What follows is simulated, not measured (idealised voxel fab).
The document below concerns the process module designated voxel self aligned contacts.
cross-section cut | 280 nm wide | cells 5 nm
Cross-section = grid of square cells, listed top down in bands; band = one or more rows.
What a band's entry tells you: where the top is and where the bottom is, as heights in nm, and after that what lies inside, material by material from left to right, each with its width in nm. Empty space is written as the word "air", and a single material marked with the word "full width" occupies the band from edge to edge.
It should be noted that heights are counted from 0, beneath which the wafer as supplied is of one material throughout, and that the lowest band possesses no lower boundary but continues downward, as written in "0 and below".
Think of "30 to 40" as a width that walks from the first number to the second as you go down the band, top row to bottom row, taking equal-sized steps from row to row.
"no change occurred" (step): cross-section cells unchanged, all of them.
Any empty space of 8 cells or more lacking an open way to the top shows up in "Closed internal voids" as width x height at distance, distance from the left edge, in nm.
That trailing text on a step's line, after the settings, is the simulator's own remark on the step.
For masked steps, "overlay nm" on the step line gives how far right of plan the mask actually lay; a minus sign means it lay to the left.

Process steps (planned)
1,RECEIVE: material Si
2,CONFORMAL_DEP: material SiO2, thk nm 5
3,DIRECTIONAL_DEP: material polySi, thk nm 30
4,DIRECTIONAL_DEP: material SiN, thk nm 15
5,MASKED_ETCH: tone cover, mask id GATE, width nm 25, pitch nm 60, etch materials SiN, depth nm 15, overlay nm 0
6,MASKED_ETCH: tone cover, mask id GATE, width nm 25, pitch nm 60, etch materials polySi, depth nm 30, overlay nm 0
7,CONFORMAL_DEP: material SiN, thk nm 5
8,DIRECTIONAL_ETCH: etch materials SiN, depth nm 5
9,FILL_DEP: material SiO2, thk nm 20
10,CMP: height nm 60
11,PATTERN: tone open, mask id CONTACT, material resist, width nm 45, thk nm 15, overlay nm 0
12,DIRECTIONAL_ETCH: etch materials SiO2, depth nm 60
13,STRIP: etch materials resist
14,CONFORMAL_DEP: material TiN, thk nm 5
15,FILL_DEP: material Ru, thk nm 5
16,CMP: height nm 60
17,CONFORMAL_DEP: material SiN, thk nm 5

The first of a set of two wafers, run to plan

Cross-section, incoming material, after step 1
	0 and below: Si full width
	Closed internal voids: none

After step 2: wafer cross-section
	5 down to 0: SiO2 full width
	Below 0 it's all the same as before, nothing changed down there.

After step 3: wafer cross-section
	35 down to 5: polySi full width
	Below 5 it's all the same as before, nothing changed down there.

After step 4: wafer cross-section
	50 down to 35: SiN full width
	Below 35 it's all the same as before, nothing changed down there.

After step 5: wafer cross-section
	50 down to 35: air: 95  SiN: 25  air: 35  SiN: 25  air: 100
	Below 35 it's all the same as before, nothing changed down there.

After step 6: wafer cross-section
	50 down to 35: air: 95  SiN: 25  air: 35  SiN: 25  air: 100
	35 down to 5: air: 95  polySi: 25  air: 35  polySi: 25  air: 100
	Below 5 it's all the same as before, nothing changed down there.

After step 7: wafer cross-section
	55 down to 35: air: 90  SiN: 35  air: 25  SiN: 35  air: 95
	35 down to 10: air: 90  SiN: 5  polySi: 25  SiN: 5  air: 25  SiN: 5  polySi: 25  SiN: 5  air: 95
	10 down to 5: SiN: 95  polySi: 25  SiN: 35  polySi: 25  SiN: 100
	Below 5 it's all the same as before, nothing changed down there.

After step 8: wafer cross-section
	50 down to 35: air: 90  SiN: 35  air: 25  SiN: 35  air: 95
	35 down to 5: air: 90  SiN: 5  polySi: 25  SiN: 5  air: 25  SiN: 5  polySi: 25  SiN: 5  air: 95
	Below 5 it's all the same as before, nothing changed down there.

After step 9: wafer cross-section
	70 down to 50: SiO2 full width
	50 down to 35: SiO2: 90  SiN: 35  SiO2: 25  SiN: 35  SiO2: 95
	35 down to 5: SiO2: 90  SiN: 5  polySi: 25  SiN: 5  SiO2: 25  SiN: 5  polySi: 25  SiN: 5  SiO2: 95
	Below 5 it's all the same as before, nothing changed down there.

After step 10: wafer cross-section
	60 down to 50: SiO2 full width
	Below 50 it's all the same as before, nothing changed down there.

After step 11: wafer cross-section
	75 down to 60: resist: 115  air: 45  resist: 120
	Below 60 it's all the same as before, nothing changed down there.

After step 12: wafer cross-section
	75 down to 60: resist: 115  air: 45  resist: 120
	60 down to 50: SiO2: 115  air: 45  SiO2: 120
	50 down to 35: SiO2: 90  SiN: 35  air: 25  SiN: 35  SiO2: 95
	35 down to 5: SiO2: 90  SiN: 5  polySi: 25  SiN: 5  air: 25  SiN: 5  polySi: 25  SiN: 5  SiO2: 95
	5 down to 0: SiO2: 125  air: 25  SiO2: 130
	Below 0 it's all the same as before, nothing changed down there.

After step 13: wafer cross-section
	60 down to 50: SiO2: 115  air: 45  SiO2: 120
	Below 50 it's all the same as before, nothing changed down there.

After step 14: wafer cross-section
	65 down to 60: TiN: 120  air: 35  TiN: 125
	60 down to 50: SiO2: 115  TiN: 5 to 15  air: 35 to 15  TiN: 5 to 15  SiO2: 120
	50 down to 35: SiO2: 90  SiN: 35  TiN: 5  air: 15  TiN: 5  SiN: 35  SiO2: 95
	35 down to 5: SiO2: 90  SiN: 5  polySi: 25  SiN: 5  TiN: 5  air: 15  TiN: 5  SiN: 5  polySi: 25  SiN: 5  SiO2: 95
	5 down to 0: SiO2: 125  TiN: 25  SiO2: 130
	Below 0 it's all the same as before, nothing changed down there.

After step 15: wafer cross-section
	70 down to 65: Ru full width
	65 down to 60: TiN: 120  Ru: 35  TiN: 125
	60 down to 50: SiO2: 115  TiN: 5 to 15  Ru: 35 to 15  TiN: 5 to 15  SiO2: 120
	50 down to 35: SiO2: 90  SiN: 35  TiN: 5  Ru: 15  TiN: 5  SiN: 35  SiO2: 95
	35 down to 5: SiO2: 90  SiN: 5  polySi: 25  SiN: 5  TiN: 5  Ru: 15  TiN: 5  SiN: 5  polySi: 25  SiN: 5  SiO2: 95
	Below 5 it's all the same as before, nothing changed down there.

After step 16: wafer cross-section
	60 down to 50: SiO2: 115  TiN: 5 to 15  Ru: 35 to 15  TiN: 5 to 15  SiO2: 120
	Below 50 it's all the same as before, nothing changed down there.

After step 17: wafer cross-section
	65 down to 60: SiN full width
	Below 60 it's all the same as before, nothing changed down there.

Companion wafer, the second of two: same beginning, same intended sequence, one mistake in carrying it out; through step 4 inclusive it tracks the first exactly

X-section, second wafer, when step 5 was due to finish
	50 down to 35: SiN: 95  air: 25  SiN: 35  air: 25  SiN: 100
	Below 35 it's all the same as before, nothing changed down there.

X-section, second wafer, when step 6 was due to finish: no change occurred

X-section, second wafer, when step 7 was due to finish
	55 down to 40: SiN: 100  air: 15  SiN: 45  air: 15  SiN: 105
	40 down to 35: SiN full width
	Below 35 it's all the same as before, nothing changed down there.

X-section, second wafer, when step 8 was due to finish
	50 down to 35: SiN: 100  air: 15  SiN: 45  air: 15  SiN: 105
	Below 35 it's all the same as before, nothing changed down there.

X-section, second wafer, when step 9 was due to finish
	70 down to 50: SiO2 full width
	50 down to 35: SiN: 100  SiO2: 15  SiN: 45  SiO2: 15  SiN: 105
	Below 35 it's all the same as before, nothing changed down there.

X-section, second wafer, when step 10 was due to finish
	60 down to 50: SiO2 full width
	Below 50 it's all the same as before, nothing changed down there.

X-section, second wafer, when step 11 was due to finish
	75 down to 60: resist: 115  air: 45  resist: 120
	Below 60 it's all the same as before, nothing changed down there.

X-section, second wafer, when step 12 was due to finish
	75 down to 60: resist: 115  air: 45  resist: 120
	60 down to 50: SiO2: 115  air: 45  SiO2: 120
	Below 50 it's all the same as before, nothing changed down there.

X-section, second wafer, when step 13 was due to finish
	60 down to 50: SiO2: 115  air: 45  SiO2: 120
	Below 50 it's all the same as before, nothing changed down there.

X-section, second wafer, when step 14 was due to finish
	65 down to 60: TiN: 120  air: 35  TiN: 125
	60 down to 55: SiO2: 115  TiN: 5  air: 35  TiN: 5  SiO2: 120
	55 down to 50: SiO2: 115  TiN: 45  SiO2: 120
	Below 50 it's all the same as before, nothing changed down there.

X-section, second wafer, when step 15 was due to finish
	70 down to 65: Ru full width
	65 down to 60: TiN: 120  Ru: 35  TiN: 125
	60 down to 55: SiO2: 115  TiN: 5  Ru: 35  TiN: 5  SiO2: 120
	Below 55 it's all the same as before, nothing changed down there.

X-section, second wafer, when step 16 was due to finish
	60 down to 55: SiO2: 115  TiN: 5  Ru: 35  TiN: 5  SiO2: 120
	Below 55 it's all the same as before, nothing changed down there.

X-section, second wafer, when step 17 was due to finish
	65 down to 60: SiN full width
	Below 60 it's all the same as before, nothing changed down there.
Deviation noted in wafer processing: rather than as planned, step 5 actually ran as MASKED_ETCH: tone open, mask id GATE, width nm 25, pitch nm 60, etch materials SiN, depth nm 15, overlay nm 0
Once processing is complete, comparing cell counts shows that the second wafer has more or fewer of certain materials than the first: -30 Ru, +84 SiN, -310 SiO2, -20 TiN, +276 polySi
